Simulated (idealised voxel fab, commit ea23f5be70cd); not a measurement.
voxel capacitor over wiring: a process module
This is section cut - it's 265 nm across, gridded in 5 nm square cells.
Just so we're on the same page, the cross-sections are grids of square cells, and they're listed out in bands top to bottom, each band one or more rows deep.
Top height, bottom height, nm. Materials left to right, width each, nm. Single material + "edge to edge" = fills band edge to edge. "blank" = empty.
We count height from 0. Below that, the starting wafer is all one material. The lowest band never ends at the bottom but goes on down; see "0 down" for how that is written.
When a width is written as two numbers, as in "30 to 40", the first number is the width in the top row of cells of the band and the second is the width in its bottom row, and the width changes by the same amount from each row to the next.
Take "nothing got changed" at face value: in the step it is given for, the cross-section changed in none of its cells.
"Sealed void inventory" - sealed voids, min. 8 cells, no opening to top; format: width x height at distance (distance from left edge; nm throughout).
Text after the settings on a step's line: the simulator's own remark on that step.
overlay nm, on a step with a mask: how far to the right of its planned place the mask lay; to the left if negative
Below you will find pairs of cross-sections. In each, one shows the wafer before one process step and the other after it, with the after view ending at the lowest band that changed. Under each pair is the step separating them, along with its settings. Do not assume the pairs form a chain: they can come from different runs of this module on the same starting wafer, and a pair continues from the pair above it only when its "Before step" entry says so.

Before step:
* 0 down = Si edge to edge
* Sealed void inventory: none

Post-Process Section:
* 15 to 0 = SiO2 edge to edge
* Below 0, no change.
* Sealed void inventory: none
Here is the step that sits between the two cross-sections above: CONFORMAL_DEP (material SiO2; thk nm 15)

Before step: the cross-section after the pair above

Post-Process Section:
* 20 to 15 = SiN edge to edge
* Below 15, no change.
* Sealed void inventory: none
Here is the step that sits between the two cross-sections above: CONFORMAL_DEP (material SiN; thk nm 5)

Before step: the cross-section after the pair above

Post-Process Section:
* 40 to 20 = SiO2 edge to edge
* Below 20, no change.
* Sealed void inventory: none
Here is the step that sits between the two cross-sections above: DIRECTIONAL_DEP (material SiO2; thk nm 20)

Before step: the cross-section after the pair above

Post-Process Section:
* 55 to 40 = resist: 75, then blank: 30, then resist: 50, then blank: 30, then resist: 80
* Below 40, no change.
* Sealed void inventory: none
Here is the step that sits between the two cross-sections above: PATTERN (tone open; mask id METAL_1; material resist; width nm 30; pitch nm 80; thk nm 15; overlay nm 0)

Before step: the cross-section after the pair above

Post-Process Section:
* 55 to 40 = resist: 75, then blank: 30, then resist: 50, then blank: 30, then resist: 80
* 40 to 20 = SiO2: 75, then blank: 30, then SiO2: 50, then blank: 30, then SiO2: 80
* Below 20, no change.
* Sealed void inventory: none
Here is the step that sits between the two cross-sections above: DIRECTIONAL_ETCH (etch materials SiO2; depth nm 20)

Before step: the cross-section after the pair above

Post-Process Section:
* 55 to 40 = resist: 75, then blank: 30, then resist: 50, then blank: 30, then resist: 80
* 40 to 20 = SiO2: 75, then blank: 30, then SiO2: 50, then blank: 30, then SiO2: 80
* 20 to 15 = SiN: 75, then blank: 30, then SiN: 50, then blank: 30, then SiN: 80
* Below 15, no change.
* Sealed void inventory: none
Here is the step that sits between the two cross-sections above: DIRECTIONAL_ETCH (etch materials SiN; depth nm 5)

Before step: the cross-section after the pair above

Post-Process Section:
* 40 to 20 = SiO2: 75, then blank: 30, then SiO2: 50, then blank: 30, then SiO2: 80
* Below 20, no change.
* Sealed void inventory: none
Here is the step that sits between the two cross-sections above: STRIP (etch materials resist)

Before step: the cross-section after the pair above

Post-Process Section:
* 45 to 40 = TiN: 80, then blank: 20, then TiN: 60, then blank: 20, then TiN: 85
* 40 to 20 = SiO2: 75, then TiN: 5, then blank: 20, then TiN: 5, then SiO2: 50, then TiN: 5, then blank: 20, then TiN: 5, then SiO2: 80
* 20 to 15 = SiN: 75, then TiN: 30, then SiN: 50, then TiN: 30, then SiN: 80
* Below 15, no change.
* Sealed void inventory: none
Here is the step that sits between the two cross-sections above: CONFORMAL_DEP (material TiN; thk nm 5)

Before step: the cross-section after the pair above

Post-Process Section:
* 50 to 45 = Ru edge to edge
* 45 to 40 = TiN: 80, then Ru: 20, then TiN: 60, then Ru: 20, then TiN: 85
* 40 to 20 = SiO2: 75, then TiN: 5, then Ru: 20, then TiN: 5, then SiO2: 50, then TiN: 5, then Ru: 20, then TiN: 5, then SiO2: 80
* Below 20, no change.
* Sealed void inventory: none
Here is the step that sits between the two cross-sections above: FILL_DEP (material Ru; thk nm 5)

Before step: the cross-section after the pair above

Post-Process Section:
* 40 to 20 = SiO2: 75, then TiN: 5, then Ru: 20, then TiN: 5, then SiO2: 50, then TiN: 5, then Ru: 20, then TiN: 5, then SiO2: 80
* Below 20, no change.
* Sealed void inventory: none
Here is the step that sits between the two cross-sections above: CMP (height nm 40)

Before step: the cross-section after the pair above

Post-Process Section:
* 45 to 40 = blank: 70, then Ru: 40, then blank: 40, then Ru: 40, then blank: 75
* Below 40, no change.
* Sealed void inventory: none
Here is the step that sits between the two cross-sections above: EPI (material Ru; thk nm 5)

Before step: the cross-section after the pair above

Post-Process Section:
* 50 to 45 = SiCN edge to edge
* 45 to 40 = SiCN: 70, then Ru: 40, then SiCN: 40, then Ru: 40, then SiCN: 75
* Below 40, no change.
* Sealed void inventory: none
Here is the step that sits between the two cross-sections above: FILL_DEP (material SiCN; thk nm 5)

Before step: the cross-section after the pair above

Post-Process Section:
* 70 to 50 = SiO2 edge to edge
* Below 50, no change.
* Sealed void inventory: none
Here is the step that sits between the two cross-sections above: DIRECTIONAL_DEP (material SiO2; thk nm 20)

Before step: the cross-section after the pair above

Post-Process Section:
* 70 to 50 = SiO2: 90, then blank: 15, then SiO2: 160
* Below 50, no change.
* Sealed void inventory: none
Here is the step that sits between the two cross-sections above: MASKED_ETCH (tone open; mask id PLUG_1; width nm 15; etch materials SiO2; depth nm 20; overlay nm 0)

Before step: the cross-section after the pair above

Post-Process Section:
* 70 to 50 = SiO2: 90, then blank: 15, then SiO2: 160
* 50 to 45 = SiCN: 90, then blank: 15, then SiCN: 160
* Below 45, no change.
* Sealed void inventory: none
Here is the step that sits between the two cross-sections above: MASKED_ETCH (tone open; mask id PLUG_1; width nm 15; etch materials SiCN; depth nm 5; overlay nm 0)

Before step: the cross-section after the pair above

Post-Process Section:
* 70 to 55 = SiO2: 90, then blank: 15, then SiO2: 160
* 55 to 50 = SiO2: 90, then Ru: 15, then SiO2: 160
* 50 to 45 = SiCN: 90, then Ru: 15, then SiCN: 160
* Below 45, no change.
* Sealed void inventory: none
Here is the step that sits between the two cross-sections above: EPI (material Ru; thk nm 10)

Before step: the cross-section after the pair above

Post-Process Section:
* 70 to 65 = SiO2: 90, then blank: 15, then SiO2: 160
* 65 to 50 = SiO2: 90, then Ru: 15, then SiO2: 160
* Below 50, no change.
* Sealed void inventory: none
Here is the step that sits between the two cross-sections above: EPI (material Ru; thk nm 10)

Before step: the cross-section after the pair above

Post-Process Section:
* 70 to 50 = SiO2: 90, then Ru: 15, then SiO2: 160
* Below 50, no change.
* Sealed void inventory: none
Here is the step that sits between the two cross-sections above: EPI (material Ru; thk nm 5)

Before step: the cross-section after the pair above

Post-Process Section:
* 80 to 70 = TiN edge to edge
* Below 70, no change.
* Sealed void inventory: none
Here is the step that sits between the two cross-sections above: DIRECTIONAL_DEP (material TiN; thk nm 10)

Before step: the cross-section after the pair above

Post-Process Section:
* 85 to 80 = Al2O3 edge to edge
* Below 80, no change.
* Sealed void inventory: none
Here is the step that sits between the two cross-sections above: DIRECTIONAL_DEP (material Al2O3; thk nm 5)

Before step: the cross-section after the pair above

Post-Process Section:
* 95 to 85 = TiN edge to edge
* Below 85, no change.
* Sealed void inventory: none
Here is the step that sits between the two cross-sections above: DIRECTIONAL_DEP (material TiN; thk nm 10)

Before step: the cross-section after the pair above

Post-Process Section:
* 110 to 95 = aC edge to edge
* Below 95, no change.
* Sealed void inventory: none
Here is the step that sits between the two cross-sections above: DIRECTIONAL_DEP (material aC; thk nm 15)

Before step: the cross-section after the pair above

Post-Process Section:
* 140 to 110 = blank: 90, then resist: 55, then blank: 120
* Below 110, no change.
* Sealed void inventory: none
Here is the step that sits between the two cross-sections above: PATTERN (tone cover; mask id UPPER_PLATE; material resist; width nm 55; thk nm 30; overlay nm 0)

Before step: the cross-section after the pair above

Post-Process Section:
* 125 to 110 = blank: 90, then resist: 55, then blank: 120
* 110 to 95 = blank: 90, then aC: 55, then blank: 120
* Below 95, no change.
* Sealed void inventory: none
Here is the step that sits between the two cross-sections above: DIRECTIONAL_ETCH (etch materials aC; depth nm 15)

Before step: the cross-section after the pair above

Post-Process Section:
* 110 to 95 = blank: 90, then aC: 55, then blank: 120
* Below 95, no change.
* Sealed void inventory: none
Here is the step that sits between the two cross-sections above: STRIP (etch materials resist)

Before step: the cross-section after the pair above

Post-Process Section:
* 110 to 95 = blank: 90, then aC: 55, then blank: 120
* 95 to 85 = blank: 90, then TiN: 55, then blank: 120
* Below 85, no change.
* Sealed void inventory: none
Here is the step that sits between the two cross-sections above: DIRECTIONAL_ETCH (etch materials TiN; depth nm 10)

Before step: the cross-section after the pair above

Post-Process Section:
* 110 to 95 = blank: 90, then aC: 55, then blank: 120
* 95 to 85 = blank: 90, then TiN: 55, then blank: 120
* 85 to 80 = blank: 90, then Al2O3: 55, then blank: 120
* Below 80, no change.
* Sealed void inventory: none
Here is the step that sits between the two cross-sections above: DIRECTIONAL_ETCH (etch materials Al2O3; depth nm 5)

Before step: the cross-section after the pair above

Post-Process Section:
* 95 to 85 = blank: 90, then TiN: 55, then blank: 120
* Below 85, no change.
* Sealed void inventory: none
Here is the step that sits between the two cross-sections above: STRIP (etch materials aC)

Before step: the cross-section after the pair above

Post-Process Section:
* 95 to 85 = blank: 90, then TiN: 55, then blank: 120
* 85 to 80 = blank: 90, then Al2O3: 55, then blank: 120
* 80 to 70 = blank: 85, then TiN: 65, then blank: 115
* Below 70, no change.
* Sealed void inventory: none
Here is the step that sits between the two cross-sections above: MASKED_ETCH (tone cover; mask id LOWER_PLATE; width nm 65; etch materials TiN; depth nm 10; overlay nm 0)

Before step: the cross-section after the pair above

Post-Process Section:
* 110 to 95 = SiO2 edge to edge
* 95 to 85 = SiO2: 90, then TiN: 55, then SiO2: 120
* 85 to 80 = SiO2: 90, then Al2O3: 55, then SiO2: 120
* 80 to 70 = SiO2: 85, then TiN: 65, then SiO2: 115
* Below 70, no change.
* Sealed void inventory: none
Here is the step that sits between the two cross-sections above: FILL_DEP (material SiO2; thk nm 15)

Before step: the cross-section after the pair above

Post-Process Section:
* 105 to 95 = SiO2 edge to edge
* Below 95, no change.
* Sealed void inventory: none
Here is the step that sits between the two cross-sections above: CMP (height nm 105)

Before step: the cross-section after the pair above

Post-Process Section:
* 115 to 105 = aC edge to edge
* Below 105, no change.
* Sealed void inventory: none
Here is the step that sits between the two cross-sections above: DIRECTIONAL_DEP (material aC; thk nm 10)

Before step: the cross-section after the pair above

Post-Process Section:
* 145 to 115 = resist: 100, then blank: 15, then resist: 150
* Below 115, no change.
* Sealed void inventory: none
Here is the step that sits between the two cross-sections above: PATTERN (tone open; mask id PLUG_2; material resist; width nm 15; thk nm 30; overlay nm 0)

Before step: the cross-section after the pair above

Post-Process Section:
* 135 to 115 = resist: 100, then blank: 15, then resist: 150
* 115 to 105 = aC: 100, then blank: 15, then aC: 150
* Below 105, no change.
* Sealed void inventory: none
Here is the step that sits between the two cross-sections above: DIRECTIONAL_ETCH (etch materials aC; depth nm 10)

Before step: the cross-section after the pair above

Post-Process Section:
* 115 to 105 = aC: 100, then blank: 15, then aC: 150
* Below 105, no change.
* Sealed void inventory: none
Here is the step that sits between the two cross-sections above: STRIP (etch materials resist)

Before step: the cross-section after the pair above

Post-Process Section:
* 115 to 105 = aC: 100, then blank: 15, then aC: 150
* 105 to 95 = SiO2: 100, then blank: 15, then SiO2: 150
* Below 95, no change.
* Sealed void inventory: none
Here is the step that sits between the two cross-sections above: DIRECTIONAL_ETCH (etch materials SiO2; depth nm 10)

Before step: the cross-section after the pair above

Post-Process Section:
* 105 to 95 = SiO2: 100, then blank: 15, then SiO2: 150
* Below 95, no change.
* Sealed void inventory: none
Here is the step that sits between the two cross-sections above: STRIP (etch materials aC)

Before step: the cross-section after the pair above

Post-Process Section:
* 110 to 105 = TiN: 105, then blank: 5, then TiN: 155
* 105 to 100 = SiO2: 100, then TiN: 5, then blank: 5, then TiN: 5, then SiO2: 150
* 100 to 95 = SiO2: 100, then TiN: 15, then SiO2: 150
* Below 95, no change.
* Sealed void inventory: none
Here is the step that sits between the two cross-sections above: CONFORMAL_DEP (material TiN; thk nm 5)

Before step: the cross-section after the pair above

Post-Process Section:
* 115 to 110 = Cu edge to edge
* 110 to 105 = TiN: 105, then Cu: 5, then TiN: 155
* 105 to 100 = SiO2: 100, then TiN: 5, then Cu: 5, then TiN: 5, then SiO2: 150
* Below 100, no change.
* Sealed void inventory: none
Here is the step that sits between the two cross-sections above: FILL_DEP (material Cu; thk nm 5)

Before step: the cross-section after the pair above

Post-Process Section:
* 105 to 100 = SiO2: 100, then TiN: 5, then Cu: 5, then TiN: 5, then SiO2: 150
* Below 100, no change.
* Sealed void inventory: none
Here is the step that sits between the two cross-sections above: CMP (height nm 105)

Before step: the cross-section after the pair above

Post-Process Section:
* 110 to 105 = SiCN edge to edge
* Below 105, no change.
* Sealed void inventory: none
Here is the step that sits between the two cross-sections above: CONFORMAL_DEP (material SiCN; thk nm 5)

Before step:
* 45 to 40 = blank: 70, then Ru: 40, then blank: 40, then Ru: 40, then blank: 75
* 40 to 20 = SiO2: 75, then TiN: 5, then Ru: 20, then TiN: 5, then SiO2: 50, then TiN: 5, then Ru: 20, then TiN: 5, then SiO2: 80
* 20 to 15 = SiN: 75, then TiN: 30, then SiN: 50, then TiN: 30, then SiN: 80
* 15 to 0 = SiO2 edge to edge
* 0 down = Si edge to edge
* Sealed void inventory: none

Post-Process Section:
* 65 to 60 = blank: 70, then SiO2: 40, then blank: 40, then SiO2: 40, then blank: 75
* 60 to 45 = SiO2 edge to edge
* 45 to 40 = SiO2: 70, then Ru: 40, then SiO2: 40, then Ru: 40, then SiO2: 75
* Below 40, no change.
* Sealed void inventory: none
Here is the step that sits between the two cross-sections above: DIRECTIONAL_DEP (material SiO2; thk nm 20)

Before step: the cross-section after the pair above

Post-Process Section:
* 65 to 60 = blank: 70, then SiO2: 20, then blank: 15, then SiO2: 5, then blank: 40, then SiO2: 40, then blank: 75
* 60 to 45 = SiO2: 90, then blank: 15, then SiO2: 160
* Below 45, no change.
* Sealed void inventory: none
Here is the step that sits between the two cross-sections above: MASKED_ETCH (tone open; mask id PLUG_1; width nm 15; etch materials SiO2; depth nm 20; overlay nm 0)

Before step: the cross-section after the pair above

Post-Process Section:
* 65 to 60 = blank: 70, then SiO2: 20, then blank: 15, then SiO2: 5, then blank: 40, then SiO2: 40, then blank: 75
* 60 to 55 = SiO2: 90, then blank: 15, then SiO2: 160
* 55 to 45 = SiO2: 90, then Ru: 15, then SiO2: 160
* Below 45, no change.
* Sealed void inventory: none
Here is the step that sits between the two cross-sections above: EPI (material Ru; thk nm 10)

Before step: the cross-section after the pair above

Post-Process Section:
* 65 to 60 = blank: 70, then SiO2: 20, then Ru: 15, then SiO2: 5, then blank: 40, then SiO2: 40, then blank: 75
* 60 to 45 = SiO2: 90, then Ru: 15, then SiO2: 160
* Below 45, no change.
* Sealed void inventory: none
Here is the step that sits between the two cross-sections above: EPI (material Ru; thk nm 10)

Before step: the cross-section after the pair above

Post-Process Section:
* 70 to 65 = blank: 85, then Ru: 25, then blank: 155
* Below 65, no change.
* Sealed void inventory: none
Here is the step that sits between the two cross-sections above: EPI (material Ru; thk nm 5)

Before step: the cross-section after the pair above

Post-Process Section:
* 80 to 75 = blank: 85, then TiN: 25, then blank: 155
* 75 to 70 = blank: 70, then TiN: 40, then blank: 40, then TiN: 40, then blank: 75
* 70 to 65 = TiN: 85, then Ru: 25, then TiN: 155
* 65 to 60 = TiN: 70, then SiO2: 20, then Ru: 15, then SiO2: 5, then TiN: 40, then SiO2: 40, then TiN: 75
* Below 60, no change.
* Sealed void inventory: none
Here is the step that sits between the two cross-sections above: DIRECTIONAL_DEP (material TiN; thk nm 10)

Before step: the cross-section after the pair above

Post-Process Section:
* 85 to 80 = blank: 85, then Al2O3: 25, then blank: 155
* 80 to 75 = blank: 70, then Al2O3: 15, then TiN: 25, then blank: 40, then Al2O3: 40, then blank: 75
* 75 to 70 = Al2O3: 70, then TiN: 40, then Al2O3: 40, then TiN: 40, then Al2O3: 75
* Below 70, no change.
* Sealed void inventory: none
Here is the step that sits between the two cross-sections above: DIRECTIONAL_DEP (material Al2O3; thk nm 5)

Before step: the cross-section after the pair above

Post-Process Section:
* 95 to 90 = blank: 85, then TiN: 25, then blank: 155
* 90 to 85 = blank: 70, then TiN: 40, then blank: 40, then TiN: 40, then blank: 75
* 85 to 80 = TiN: 85, then Al2O3: 25, then TiN: 155
* 80 to 75 = TiN: 70, then Al2O3: 15, then TiN: 65, then Al2O3: 40, then TiN: 75
* Below 75, no change.
* Sealed void inventory: none
Here is the step that sits between the two cross-sections above: DIRECTIONAL_DEP (material TiN; thk nm 10)

Before step: the cross-section after the pair above

Post-Process Section:
* 110 to 105 = blank: 85, then aC: 25, then blank: 155
* 105 to 100 = blank: 70, then aC: 40, then blank: 40, then aC: 40, then blank: 75
* 100 to 95 = aC edge to edge
* 95 to 90 = aC: 85, then TiN: 25, then aC: 155
* 90 to 85 = aC: 70, then TiN: 40, then aC: 40, then TiN: 40, then aC: 75
* Below 85, no change.
* Sealed void inventory: none
Here is the step that sits between the two cross-sections above: DIRECTIONAL_DEP (material aC; thk nm 15)

Before step: the cross-section after the pair above

Post-Process Section:
* 140 to 110 = blank: 90, then resist: 55, then blank: 120
* 110 to 105 = blank: 85, then aC: 25, then resist: 35, then blank: 120
* 105 to 100 = blank: 70, then aC: 40, then resist: 35, then blank: 5, then aC: 40, then blank: 75
* Below 100, no change.
* Sealed void inventory: none
Here is the step that sits between the two cross-sections above: PATTERN (tone cover; mask id UPPER_PLATE; material resist; width nm 55; thk nm 30; overlay nm 0)

Before step: the cross-section after the pair above

Post-Process Section:
* 125 to 110 = blank: 90, then resist: 55, then blank: 120
* 110 to 100 = blank: 90, then aC: 20, then resist: 35, then blank: 120
* 100 to 95 = blank: 90, then aC: 55, then blank: 120
* 95 to 90 = blank: 85, then TiN: 25, then aC: 35, then blank: 120
* 90 to 85 = blank: 70, then TiN: 40, then aC: 35, then blank: 5, then TiN: 40, then blank: 75
* Below 85, no change.
* Sealed void inventory: none
Here is the step that sits between the two cross-sections above: DIRECTIONAL_ETCH (etch materials aC; depth nm 15)

Before step: the cross-section after the pair above

Post-Process Section:
* 110 to 100 = blank: 90, then aC: 20, then blank: 155
* Below 100, no change.
* Sealed void inventory: none
Here is the step that sits between the two cross-sections above: STRIP (etch materials resist)

Before step: the cross-section after the pair above

Post-Process Section:
* 110 to 100 = blank: 90, then aC: 20, then blank: 155
* 100 to 95 = blank: 90, then aC: 55, then blank: 120
* 95 to 85 = blank: 90, then TiN: 20, then aC: 35, then blank: 120
* 85 to 80 = blank: 85, then Al2O3: 25, then TiN: 35, then blank: 120
* 80 to 75 = blank: 70, then Al2O3: 15, then TiN: 60, then blank: 5, then Al2O3: 40, then blank: 75
* Below 75, no change.
* Sealed void inventory: none
Here is the step that sits between the two cross-sections above: DIRECTIONAL_ETCH (etch materials TiN; depth nm 10)

Before step: the cross-section after the pair above

Post-Process Section:
* 110 to 100 = blank: 90, then aC: 20, then blank: 155
* 100 to 95 = blank: 90, then aC: 55, then blank: 120
* 95 to 85 = blank: 90, then TiN: 20, then aC: 35, then blank: 120
* 85 to 80 = blank: 90, then Al2O3: 20, then TiN: 35, then blank: 120
* 80 to 75 = blank: 85, then TiN: 60, then blank: 120
* 75 to 70 = blank: 70, then TiN: 40, then Al2O3: 35, then blank: 5, then TiN: 40, then blank: 75
* Below 70, no change.
* Sealed void inventory: none
Here is the step that sits between the two cross-sections above: DIRECTIONAL_ETCH (etch materials Al2O3; depth nm 5)

Before step: the cross-section after the pair above

Post-Process Section:
* 95 to 85 = blank: 90, then TiN: 20, then blank: 155
* Below 85, no change.
* Sealed void inventory: none
Here is the step that sits between the two cross-sections above: STRIP (etch materials aC)

Before step: the cross-section after the pair above

Post-Process Section:
* 95 to 85 = blank: 90, then TiN: 20, then blank: 155
* 85 to 80 = blank: 90, then Al2O3: 20, then TiN: 35, then blank: 120
* 80 to 75 = blank: 85, then TiN: 60, then blank: 120
* 75 to 70 = blank: 85, then TiN: 25, then Al2O3: 35, then blank: 120
* 70 to 65 = blank: 85, then Ru: 25, then TiN: 40, then blank: 115
* 65 to 60 = blank: 70, then SiO2: 20, then Ru: 15, then SiO2: 5, then TiN: 40, then SiO2: 40, then blank: 75
* Below 60, no change.
* Sealed void inventory: none
Here is the step that sits between the two cross-sections above: MASKED_ETCH (tone cover; mask id LOWER_PLATE; width nm 65; etch materials TiN; depth nm 10; overlay nm 0)

Before step: the cross-section after the pair above

Post-Process Section:
* 110 to 95 = SiO2 edge to edge
* 95 to 85 = SiO2: 90, then TiN: 20, then SiO2: 155
* 85 to 80 = SiO2: 90, then Al2O3: 20, then TiN: 35, then SiO2: 120
* 80 to 75 = SiO2: 85, then TiN: 60, then SiO2: 120
* 75 to 70 = SiO2: 85, then TiN: 25, then Al2O3: 35, then SiO2: 120
* 70 to 65 = SiO2: 85, then Ru: 25, then TiN: 40, then SiO2: 115
* 65 to 60 = SiO2: 90, then Ru: 15, then SiO2: 5, then TiN: 40, then SiO2: 115
* Below 60, no change.
* Sealed void inventory: none
Here is the step that sits between the two cross-sections above: FILL_DEP (material SiO2; thk nm 15)

Before step: the cross-section after the pair above

Post-Process Section:
* 105 to 95 = SiO2 edge to edge
* Below 95, no change.
* Sealed void inventory: none
Here is the step that sits between the two cross-sections above: CMP (height nm 105)

Before step: the cross-section after the pair above

Post-Process Section:
* 115 to 105 = aC edge to edge
* Below 105, no change.
* Sealed void inventory: none
Here is the step that sits between the two cross-sections above: DIRECTIONAL_DEP (material aC; thk nm 10)

Before step: the cross-section after the pair above

Post-Process Section:
* 145 to 115 = resist: 100, then blank: 15, then resist: 150
* Below 115, no change.
* Sealed void inventory: none
Here is the step that sits between the two cross-sections above: PATTERN (tone open; mask id PLUG_2; material resist; width nm 15; thk nm 30; overlay nm 0)

Before step: the cross-section after the pair above

Post-Process Section:
* 135 to 115 = resist: 100, then blank: 15, then resist: 150
* 115 to 105 = aC: 100, then blank: 15, then aC: 150
* Below 105, no change.
* Sealed void inventory: none
Here is the step that sits between the two cross-sections above: DIRECTIONAL_ETCH (etch materials aC; depth nm 10)

Before step: the cross-section after the pair above

Post-Process Section:
* 115 to 105 = aC: 100, then blank: 15, then aC: 150
* Below 105, no change.
* Sealed void inventory: none
Here is the step that sits between the two cross-sections above: STRIP (etch materials resist)

Before step: the cross-section after the pair above

Post-Process Section:
* 115 to 105 = aC: 100, then blank: 15, then aC: 150
* 105 to 95 = SiO2: 100, then blank: 15, then SiO2: 150
* Below 95, no change.
* Sealed void inventory: none
Here is the step that sits between the two cross-sections above: DIRECTIONAL_ETCH (etch materials SiO2; depth nm 10)

Before step: the cross-section after the pair above

Post-Process Section:
* 105 to 95 = SiO2: 100, then blank: 15, then SiO2: 150
* Below 95, no change.
* Sealed void inventory: none
Here is the step that sits between the two cross-sections above: STRIP (etch materials aC)

Before step: the cross-section after the pair above

Post-Process Section:
* 110 to 105 = TiN: 105, then blank: 5, then TiN: 155
* 105 to 100 = SiO2: 100, then TiN: 5, then blank: 5, then TiN: 5, then SiO2: 150
* 100 to 95 = SiO2: 100, then TiN: 15, then SiO2: 150
* Below 95, no change.
* Sealed void inventory: none
Here is the step that sits between the two cross-sections above: CONFORMAL_DEP (material TiN; thk nm 5)

Before step: the cross-section after the pair above

Post-Process Section:
* 115 to 110 = Cu edge to edge
* 110 to 105 = TiN: 105, then Cu: 5, then TiN: 155
* 105 to 100 = SiO2: 100, then TiN: 5, then Cu: 5, then TiN: 5, then SiO2: 150
* Below 100, no change.
* Sealed void inventory: none
Here is the step that sits between the two cross-sections above: FILL_DEP (material Cu; thk nm 5)

Before step: the cross-section after the pair above

Post-Process Section:
* 105 to 100 = SiO2: 100, then TiN: 5, then Cu: 5, then TiN: 5, then SiO2: 150
* Below 100, no change.
* Sealed void inventory: none
Here is the step that sits between the two cross-sections above: CMP (height nm 105)

Before step: the cross-section after the pair above

Post-Process Section:
* 110 to 105 = SiCN edge to edge
* Below 105, no change.
* Sealed void inventory: none
Here is the step that sits between the two cross-sections above: CONFORMAL_DEP (material SiCN; thk nm 5)

Before step:
* 70 to 50 = SiO2 edge to edge
* 50 to 45 = SiCN edge to edge
* 45 to 40 = SiCN: 70, then Ru: 40, then SiCN: 40, then Ru: 40, then SiCN: 75
* 40 to 20 = SiO2: 75, then TiN: 5, then Ru: 20, then TiN: 5, then SiO2: 50, then TiN: 5, then Ru: 20, then TiN: 5, then SiO2: 80
* 20 to 15 = SiN: 75, then TiN: 30, then SiN: 50, then TiN: 30, then SiN: 80
* 15 to 0 = SiO2 edge to edge
* 0 down = Si edge to edge
* Sealed void inventory: none

Post-Process Section:
* 90 to 50 = SiO2 edge to edge
* Below 50, no change.
* Sealed void inventory: none
Here is the step that sits between the two cross-sections above: DIRECTIONAL_DEP (material SiO2; thk nm 20)

Before step: the cross-section after the pair above

Post-Process Section:
* 90 to 70 = SiO2: 90, then blank: 15, then SiO2: 160
* Below 70, no change.
* Sealed void inventory: none
Here is the step that sits between the two cross-sections above: MASKED_ETCH (tone open; mask id PLUG_1; width nm 15; etch materials SiO2; depth nm 20; overlay nm 0)

Before step: the cross-section after the pair above

Post-Process Section:
* 100 to 90 = TiN: 90, then blank: 15, then TiN: 160
* 90 to 80 = SiO2: 90, then blank: 15, then SiO2: 160
* 80 to 70 = SiO2: 90, then TiN: 15, then SiO2: 160
* Below 70, no change.
* Sealed void inventory: none
Here is the step that sits between the two cross-sections above: DIRECTIONAL_DEP (material TiN; thk nm 10)

Before step: the cross-section after the pair above

Post-Process Section:
* 105 to 100 = Al2O3: 90, then blank: 15, then Al2O3: 160
* 100 to 90 = TiN: 90, then blank: 15, then TiN: 160
* 90 to 85 = SiO2: 90, then blank: 15, then SiO2: 160
* 85 to 80 = SiO2: 90, then Al2O3: 15, then SiO2: 160
* Below 80, no change.
* Sealed void inventory: none
Here is the step that sits between the two cross-sections above: DIRECTIONAL_DEP (material Al2O3; thk nm 5)

Before step: the cross-section after the pair above

Post-Process Section:
* 115 to 105 = TiN: 90, then blank: 15, then TiN: 160
* 105 to 100 = Al2O3: 90, then blank: 15, then Al2O3: 160
* 100 to 95 = TiN: 90, then blank: 15, then TiN: 160
* 95 to 90 = TiN edge to edge
* 90 to 85 = SiO2: 90, then TiN: 15, then SiO2: 160
* Below 85, no change.
* Sealed void inventory: none
Here is the step that sits between the two cross-sections above: DIRECTIONAL_DEP (material TiN; thk nm 10)

Before step: the cross-section after the pair above

Post-Process Section:
* 130 to 115 = aC: 90, then blank: 15, then aC: 160
* 115 to 110 = TiN: 90, then blank: 15, then TiN: 160
* 110 to 105 = TiN: 90, then aC: 15, then TiN: 160
* 105 to 100 = Al2O3: 90, then aC: 15, then Al2O3: 160
* 100 to 95 = TiN: 90, then aC: 15, then TiN: 160
* Below 95, no change.
* Sealed void inventory: none
Here is the step that sits between the two cross-sections above: DIRECTIONAL_DEP (material aC; thk nm 15)

Before step: the cross-section after the pair above

Post-Process Section:
* 160 to 130 = blank: 90, then resist: 55, then blank: 120
* 130 to 115 = aC: 90, then resist: 15, then aC: 160
* 115 to 110 = TiN: 90, then resist: 15, then TiN: 160
* Below 110, no change.
* Sealed void inventory: none
Here is the step that sits between the two cross-sections above: PATTERN (tone cover; mask id UPPER_PLATE; material resist; width nm 55; thk nm 30; overlay nm 0)

Before step: the cross-section after the pair above

Post-Process Section:
* 145 to 130 = blank: 90, then resist: 55, then blank: 120
* 130 to 115 = blank: 90, then resist: 15, then aC: 40, then blank: 120
* Below 115, no change.
* Sealed void inventory: none
Here is the step that sits between the two cross-sections above: DIRECTIONAL_ETCH (etch materials aC; depth nm 15)

Before step: the cross-section after the pair above

Post-Process Section:
* 130 to 115 = blank: 105, then aC: 40, then blank: 120
* 115 to 110 = TiN: 90, then blank: 15, then TiN: 160
* Below 110, no change.
* Sealed void inventory: none
Here is the step that sits between the two cross-sections above: STRIP (etch materials resist)

Before step: the cross-section after the pair above

Post-Process Section:
* 130 to 115 = blank: 105, then aC: 40, then blank: 120
* 115 to 110 = blank: 105, then TiN: 40, then blank: 120
* 110 to 105 = blank: 90, then aC: 15, then TiN: 40, then blank: 120
* Below 105, no change.
* Sealed void inventory: none
Here is the step that sits between the two cross-sections above: DIRECTIONAL_ETCH (etch materials TiN; depth nm 10)

Before step: the cross-section after the pair above

Post-Process Section:
* 130 to 115 = blank: 105, then aC: 40, then blank: 120
* 115 to 110 = blank: 105, then TiN: 40, then blank: 120
* 110 to 105 = blank: 90, then aC: 15, then TiN: 40, then blank: 120
* 105 to 100 = blank: 90, then aC: 15, then Al2O3: 40, then blank: 120
* Below 100, no change.
* Sealed void inventory: none
Here is the step that sits between the two cross-sections above: DIRECTIONAL_ETCH (etch materials Al2O3; depth nm 5)

Before step: the cross-section after the pair above

Post-Process Section:
* 115 to 105 = blank: 105, then TiN: 40, then blank: 120
* 105 to 100 = blank: 105, then Al2O3: 40, then blank: 120
* 100 to 95 = TiN: 90, then blank: 15, then TiN: 160
* Below 95, no change.
* Sealed void inventory: none
Here is the step that sits between the two cross-sections above: STRIP (etch materials aC)

Before step: the cross-section after the pair above

Post-Process Section:
* 115 to 105 = blank: 105, then TiN: 40, then blank: 120
* 105 to 100 = blank: 105, then Al2O3: 40, then blank: 120
* 100 to 95 = blank: 85, then TiN: 5, then blank: 15, then TiN: 45, then blank: 115
* 95 to 90 = blank: 85, then TiN: 65, then blank: 115
* Below 90, no change.
* Sealed void inventory: none
Here is the step that sits between the two cross-sections above: MASKED_ETCH (tone cover; mask id LOWER_PLATE; width nm 65; etch materials TiN; depth nm 10; overlay nm 0)
